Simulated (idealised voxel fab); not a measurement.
The document below concerns the process module designated voxel transistor to metal.
This is section cut - it's 190 nm across, gridded in 5 nm square cells.
Just so we're on the same page, the cross-sections are grids of square cells, and they're listed out in bands top to bottom, each band one or more rows deep. Band: top and bottom heights (nm) first, top before bottom; then materials from left to right, widths in nm. "full width" marks a sole material filling the band edge to edge. "empty" denotes empty space. Zero point of the height axis is 0; under it, received wafer = one material. Lowest band: continues down indefinitely, "from 0 down". Graded width ("30..40"): value in top row of band = first number; value in bottom row = second number; row-to-row change constant. "no change" -> step changed no cross-section cell. The list in "Closed void table" covers empty spaces of 8 cells or more that cannot reach the top through any open way, and it gives each as width x height at distance; the distance is from the left edge, and width, height and distance are in nm. after a step's settings: what the simulator itself notes on the step. Each step line may optionally specify "overlay nm", which for a step with a mask gives the rightward distance between the mask's planned place and where it lay, a negative value indicating the leftward direction.

The following list gives the planned process steps:
| 1 | RECEIVE: material Si |
| 2 | OXIDIZE: depth nm 5 |
| 3 | CONFORMAL_DEP: material SiN, thk nm 15 |
| 4 | DIRECTIONAL_DEP: material aC, thk nm 10 |
| 5 | PATTERN: tone cover, mask id ACTIVE, material resist, width nm 110, thk nm 30, overlay nm 0 |
| 6 | DIRECTIONAL_ETCH: etch materials aC, depth nm 10 |
| 7 | STRIP: etch materials resist |
| 8 | DIRECTIONAL_ETCH: etch materials SiN, depth nm 15 |
| 9 | DIRECTIONAL_ETCH: etch materials SiO2, depth nm 5 |
| 10 | DIRECTIONAL_ETCH: etch materials Si, depth nm 25 |
| 11 | STRIP: etch materials aC |
| 12 | OXIDIZE: depth nm 5 |
| 13 | FILL_DEP: material SiO2, thk nm 10 |
| 14 | CMP: height nm 15 |
| 15 | SELECTIVE_ETCH: etch materials SiO2, depth nm 10 |
| 16 | STRIP: etch materials SiN |
| 17 | SELECTIVE_ETCH: etch materials SiO2, depth nm 5 |
| 18 | OXIDIZE: depth nm 5 |
| 19 | DIRECTIONAL_DEP: material polySi, thk nm 20 |
| 20 | DIRECTIONAL_DEP: material SiCN, thk nm 15 |
| 21 | PATTERN: tone cover, mask id GATE, material resist, width nm 20, thk nm 15, overlay nm 0 |
| 22 | DIRECTIONAL_ETCH: etch materials SiCN, depth nm 25 |
| 23 | DIRECTIONAL_ETCH: etch materials polySi, depth nm 30 |
| 24 | STRIP: etch materials resist |
| 25 | CONFORMAL_DEP: material SiN, thk nm 5 |
| 26 | DIRECTIONAL_ETCH: etch materials SiN, depth nm 5 |
| 27 | DIRECTIONAL_ETCH: etch materials SiO2, depth nm 5 |
| 28 | EPI: material pSi, thk nm 5 |
| 29 | FILL_DEP: material SiO2, thk nm 10 |
| 30 | CMP: height nm 30 |
| 31 | DIRECTIONAL_DEP: material SiO2, thk nm 15 |
| 32 | DIRECTIONAL_DEP: material aC, thk nm 15 |
| 33 | PATTERN: tone open, mask id CONTACT, material resist, width nm 25, pitch nm 65, thk nm 35, overlay nm 0 |
| 34 | DIRECTIONAL_ETCH: etch materials aC, depth nm 15 |
| 35 | STRIP: etch materials resist |
| 36 | DIRECTIONAL_ETCH: etch materials SiO2, depth nm 50 |
| 37 | STRIP: etch materials aC |
| 38 | CONFORMAL_DEP: material TiN, thk nm 5 |
| 39 | FILL_DEP: material Ru, thk nm 10 |
| 40 | CMP: height nm 45 |
| 41 | CONFORMAL_DEP: material SiCN, thk nm 5 |
| 42 | DIRECTIONAL_DEP: material lowk, thk nm 25 |
| 43 | DIRECTIONAL_DEP: material aC, thk nm 10 |
| 44 | PATTERN: tone open, mask id METAL_1, material resist, width nm 20, pitch nm 80, thk nm 25, overlay nm 0 |
| 45 | DIRECTIONAL_ETCH: etch materials aC, depth nm 10 |
| 46 | STRIP: etch materials resist |
| 47 | DIRECTIONAL_ETCH: etch materials lowk, depth nm 25 |
| 48 | DIRECTIONAL_ETCH: etch materials SiCN, depth nm 5 |
| 49 | STRIP: etch materials aC |
| 50 | CONFORMAL_DEP: material TiN, thk nm 5 |
| 51 | FILL_DEP: material Cu, thk nm 5 |
| 52 | CMP: height nm 75 |
| 53 | CONFORMAL_DEP: material SiCN, thk nm 5 |
Keep in mind the plan's value for the width nm of step 33 comes from the first wafer; the wafers don't share that setting, but they do share the same starting point.

First wafer of several, as received: cross-section after step 1:
from 0 down: Si full width
Closed void table: none

Here is the cross-section of the first of several wafers at the end of the module, after its last step, step 53:
from 80 to 75: SiCN full width
from 75 to 50: lowk 45; TiN 5; Cu 10; TiN 5; lowk 60; TiN 5; Cu 10; TiN 5; lowk 45
from 50 to 45: SiCN 45; TiN 20; SiCN 60; TiN 20; SiCN 45
from 45 to 30: SiO2 50; TiN 5; Ru 15; TiN 5; SiO2 40; TiN 5; Ru 15; TiN 5; SiO2 50
from 30 to 15: SiO2 50; TiN 5; Ru 15; TiN 5; SiO2 5; SiN 5; SiCN 20; SiN 5; SiO2 5; TiN 5; Ru 15; TiN 5; SiO2 50
from 15 to 0: SiO2 50; TiN 5; Ru 15; TiN 5; SiO2 5; SiN 5; polySi 20; SiN 5; SiO2 5; TiN 5; Ru 15; TiN 5; SiO2 50
from 0 to -5: SiO2 35; SiN 5; SiO2 10; TiN 25; SiO2 5; SiN 5; polySi 20; SiN 5; SiO2 5; TiN 25; SiO2 10; SiN 5; SiO2 35
from -5 to -10: SiO2 40; pSi 40; SiO2 30; pSi 40; SiO2 40
from -10 to -35: SiO2 45; Si 100; SiO2 45
from -35 down: Si full width
Closed void table: none

Cross-sectional view, end of module, last wafer of several:
from 80 to 75: SiCN full width
from 75 to 50: lowk 45; TiN 5; Cu 10; TiN 5; lowk 60; TiN 5; Cu 10; TiN 5; lowk 45
from 50 to 45: SiCN 45; TiN 20; SiCN 60; TiN 20; SiCN 45
from 45 to 35: SiO2 40; TiN 5; Ru 40; TiN 5; SiO2 15; TiN 5; Ru 40; TiN 5; SiO2 35
from 35 to 30: SiO2 40; TiN 5; Ru 30; TiN 15; SiO2 15; TiN 10; Ru 35; TiN 5; SiO2 35
from 30 to 15: SiO2 40; TiN 5; Ru 30; TiN 5; SiN 5; SiCN 20; SiN 5; TiN 5; Ru 35; TiN 5; SiO2 35
from 15 to 5: SiO2 40; TiN 5; Ru 30; TiN 5; SiN 5; polySi 20; SiN 5; TiN 5; Ru 35; TiN 5; SiO2 35
from 5 to 0: SiO2 40; TiN 5; Ru 30; TiN 5; SiN 5; polySi 20; SiN 5; TiN 5; Ru 30; TiN 10; SiO2 35
from 0 to -5: SiO2 35; SiN 5; TiN 40; SiN 5; polySi 20; SiN 5; TiN 40; SiN 5; SiO2 35
from -5 to -10: SiO2 40; pSi 40; SiO2 30; pSi 40; SiO2 40
from -10 to -35: SiO2 45; Si 100; SiO2 45
from -35 down: Si full width
Closed void table: none

Per-wafer rows below. For each material: cells gained (+) or lost (-) since the wafer was received, as of end of module. Then: closed voids:
width nm 25 | +20 Cu | +54 Ru | -166 Si | +80 SiCN | +16 SiN | +348 SiO2 | +74 TiN | +150 lowk | +16 pSi | +16 polySi | Closed void table: none
width nm 30 | +20 Cu | +72 Ru | -166 Si | +80 SiCN | +16 SiN | +328 SiO2 | +76 TiN | +150 lowk | +16 pSi | +16 polySi | Closed void table: none
width nm 35 | +20 Cu | +90 Ru | -166 Si | +80 SiCN | +16 SiN | +308 SiO2 | +78 TiN | +150 lowk | +16 pSi | +16 polySi | Closed void table: none
width nm 40 | +20 Cu | +101 Ru | -166 Si | +80 SiCN | +16 SiN | +295 SiO2 | +80 TiN | +150 lowk | +16 pSi | +16 polySi | Closed void table: none
width nm 45 | +20 Cu | +112 Ru | -166 Si | +80 SiCN | +16 SiN | +282 SiO2 | +82 TiN | +150 lowk | +16 pSi | +16 polySi | Closed void table: none
width nm 50 | +20 Cu | +122 Ru | -166 Si | +80 SiCN | +16 SiN | +270 SiO2 | +84 TiN | +150 lowk | +16 pSi | +16 polySi | Closed void table: none
